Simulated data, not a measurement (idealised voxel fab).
The following process module bears the name voxel transistor to metal.
The cross-section shown here is cut; it is 195 nm wide and divided into square cells measuring 5 nm on a side.
Think of the cross-section as a grid of square cells. We describe it in bands, top to bottom, and each band covers one or more rows of those cells. The entry gives the band's vertical extent as a top height and a bottom height in nm, then its horizontal make-up as materials from left to right, each with a width in nm. "empty" stands for empty space; a single material marked "all across" fills the band edge to edge. Heights are reckoned from 0. Under this level, the received wafer is all of one material. The bottommost band is open-ended downward, for example "0 nm and below". Top row gets the first number, bottom row gets the second, and each row in between changes by the same step: that is how a band width like "30 to 40" works. The designation "nothing changed", where it is given for a processing step, indicates that no cell of the cross-section was altered in the course of that step. This entry, "Enclosed cavities", enumerates those empty regions of no fewer than 8 cells that possess no open connection to the top. Each region is reported in the form width x height at distance, the distance being taken from the left edge, with all three quantities expressed in nm. Note: text after step settings on the step line = simulator remark on that step. "overlay nm" answers the question of how far to the right of plan the mask lay on a step that has a mask, and when it is negative the answer is to the left.
# Process steps (planned)
1 RECEIVE (material Si)
2 OXIDIZE (depth nm 5)
3 CONFORMAL_DEP (material SiN; thk nm 10)
4 DIRECTIONAL_DEP (material aC; thk nm 15)
5 PATTERN (tone cover; mask id ACTIVE; material resist; width nm 130; thk nm 30; overlay nm 0)
6 DIRECTIONAL_ETCH (etch materials aC; depth nm 15)
7 STRIP (etch materials resist)
8 DIRECTIONAL_ETCH (etch materials SiN; depth nm 10)
9 DIRECTIONAL_ETCH (etch materials SiO2; depth nm 5)
10 DIRECTIONAL_ETCH (etch materials Si; depth nm 30)
11 STRIP (etch materials aC)
12 FILL_DEP (material SiO2; thk nm 5)
13 CMP (height nm 10)
14 SELECTIVE_ETCH (etch materials SiO2; depth nm 10)
15 STRIP (etch materials SiN)
16 SELECTIVE_ETCH (etch materials SiO2; depth nm 5)
17 OXIDIZE (depth nm 5)
18 DIRECTIONAL_DEP (material polySi; thk nm 30)
19 DIRECTIONAL_DEP (material SiCN; thk nm 10)
20 DIRECTIONAL_DEP (material aC; thk nm 15)
21 PATTERN (tone cover; mask id GATE; material resist; width nm 30; thk nm 30; overlay nm 0)
22 DIRECTIONAL_ETCH (etch materials aC; depth nm 15)
23 STRIP (etch materials resist)
24 DIRECTIONAL_ETCH (etch materials SiCN; depth nm 20)
25 DIRECTIONAL_ETCH (etch materials polySi; depth nm 40)
26 STRIP (etch materials aC)
27 CONFORMAL_DEP (material SiN; thk nm 10)
28 DIRECTIONAL_ETCH (etch materials SiN; depth nm 10)
29 DIRECTIONAL_ETCH (etch materials SiO2; depth nm 5)
30 DIRECTIONAL_ETCH (etch materials Si; depth nm 10)
31 EPI (material pSi; thk nm 10)
32 FILL_DEP (material SiO2; thk nm 10)
33 CMP (height nm 25)
34 STRIP (etch materials polySi)
35 SELECTIVE_ETCH (etch materials SiO2; depth nm 5)
36 CONFORMAL_DEP (material HfO2; thk nm 5)
37 CONFORMAL_DEP (material TiN; thk nm 5)
38 FILL_DEP (material W; thk nm 10)
39 CMP (height nm 20)
40 DIRECTIONAL_DEP (material SiO2; thk nm 10)
41 PATTERN (tone open; mask id CONTACT; material resist; width nm 20; pitch nm 90; thk nm 20; overlay nm -15)
42 DIRECTIONAL_ETCH (etch materials SiO2; depth nm 40)
43 STRIP (etch materials resist)
44 CONFORMAL_DEP (material TiN; thk nm 5)
45 FILL_DEP (material W; thk nm 10)
46 CMP (height nm 30)
47 DIRECTIONAL_DEP (material TiN; thk nm 5)
48 DIRECTIONAL_DEP (material Ru; thk nm 25)
49 MASKED_ETCH (tone cover; mask id METAL_1; width nm 20; pitch nm 90; etch materials Ru; depth nm 25; overlay nm 0)
50 MASKED_ETCH (tone cover; mask id METAL_1; width nm 20; pitch nm 90; etch materials TiN; depth nm 5; overlay nm 0)
51 CONFORMAL_DEP (material SiN; thk nm 5)
52 FILL_DEP (material SiO2; thk nm 5)
53 CMP (height nm 60)
54 CONFORMAL_DEP (material SiCN; thk nm 5)
Same starting wafers, different overlay nm at step 41. Plan value belongs to the first wafer.
# Cross-section, first of several wafers, as delivered after step 1
    0 nm and below = Si all across
    Enclosed cavities: none
# Tabulated below, wafer by wafer, are the end-of-module results: for each material, the number of cells gained (+) or lost (-) relative to the as-received state, followed by the closed voids
overlay nm -15, +18 HfO2, +40 Ru, -175 Si, +39 SiCN, +71 SiN, +392 SiO2, +54 TiN, +28 W, +40 pSi, Enclosed cavities: none
overlay nm -10, +18 HfO2, +40 Ru, -175 Si, +39 SiCN, +71 SiN, +386 SiO2, +56 TiN, +32 W, +40 pSi, Enclosed cavities: none
overlay nm -5, +18 HfO2, +40 Ru, -175 Si, +39 SiCN, +71 SiN, +384 SiO2, +56 TiN, +34 W, +40 pSi, Enclosed cavities: none
overlay nm 0, +18 HfO2, +40 Ru, -175 Si, +39 SiCN, +71 SiN, +382 SiO2, +56 TiN, +36 W, +40 pSi, Enclosed cavities: none
overlay nm 5, +18 HfO2, +40 Ru, -175 Si, +39 SiCN, +71 SiN, +384 SiO2, +56 TiN, +34 W, +40 pSi, Enclosed cavities: none
overlay nm 10, +18 HfO2, +40 Ru, -175 Si, +39 SiCN, +71 SiN, +386 SiO2, +56 TiN, +32 W, +40 pSi, Enclosed cavities: none
overlay nm 15, +18 HfO2, +40 Ru, -175 Si, +39 SiCN, +71 SiN, +392 SiO2, +54 TiN, +28 W, +40 pSi, Enclosed cavities: none
